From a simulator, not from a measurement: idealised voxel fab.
You're looking at the process module voxel released beams.
Section shown: cut. Width: 260 nm. Cell size: 5 nm, square.
How to read a cross-section here: the picture is a grid of square cells, written as bands going from the top down, and any band can span one or more rows of cells.
Look at the band entry: it leads with the top's height and the bottom's height in nm. Then it lists the materials left to right, with a width in nm for each. The word "full width" on a single material says that material fills the band edge to edge. The word "blank" is empty space.
Height 0 is the level under which the wafer as received is all one material. The lowest band goes on downwards, as in "0 down".
Graded width ("30 to 40"): value in top row of band = first number; value in bottom row = second number; row-to-row change constant.
Step note "changes: none" = no cross-section cell changed.
Listed in "Sealed voids": every empty space of 8 or more cells without an open way to the top. Form: width x height at distance, the distance being from the left edge, all in nm.
Formally, on a step line, whatever follows the settings is a remark that the simulator itself makes on the step.
overlay nm: for a step with a mask, the amount by which the mask lay right of where it was planned; a negative amount means left of it.
### This section lists the process steps that were planned
1,RECEIVE [material Si]
2,CONFORMAL_DEP [material SiN] [thk nm 10]
3,DIRECTIONAL_DEP [material SiO2] [thk nm 20]
4,PATTERN [tone open] [mask id ANCHOR] [material resist] [width nm 45] [thk nm 15] [overlay nm 0]
5,DIRECTIONAL_ETCH [etch materials SiO2] [depth nm 20]
6,STRIP [etch materials resist]
7,CONFORMAL_DEP [material polySi] [thk nm 15]
8,DIRECTIONAL_DEP [material aC] [thk nm 10]
9,PATTERN [tone cover] [mask id BEAM] [material resist] [width nm 85] [thk nm 25] [overlay nm 0]
10,DIRECTIONAL_ETCH [etch materials aC] [depth nm 10]
11,STRIP [etch materials resist]
12,DIRECTIONAL_ETCH [etch materials polySi] [depth nm 15]
13,STRIP [etch materials aC]
14,STRIP [etch materials SiO2]
The plan shows the width nm of step 9 as the first wafer had it; this setting differs between the wafers, which start out alike.
### Cross-section of the first of several wafers as received (after step 1)
* 0 down = Si full width
* Sealed voids: none
### Quick key for the table: a row per wafer, taken at the end of the module. For each material it tells you how many cells the wafer gained (+) or lost (-) since it came in, and the closed voids come after
width nm 85, +104 SiN, +75 polySi, Sealed voids: none
width nm 90, +104 SiN, +78 polySi, Sealed voids: none
width nm 95, +104 SiN, +81 polySi, Sealed voids: none
width nm 100, +104 SiN, +84 polySi, Sealed voids: none
width nm 105, +104 SiN, +87 polySi, Sealed voids: none
width nm 110, +104 SiN, +90 polySi, Sealed voids: none
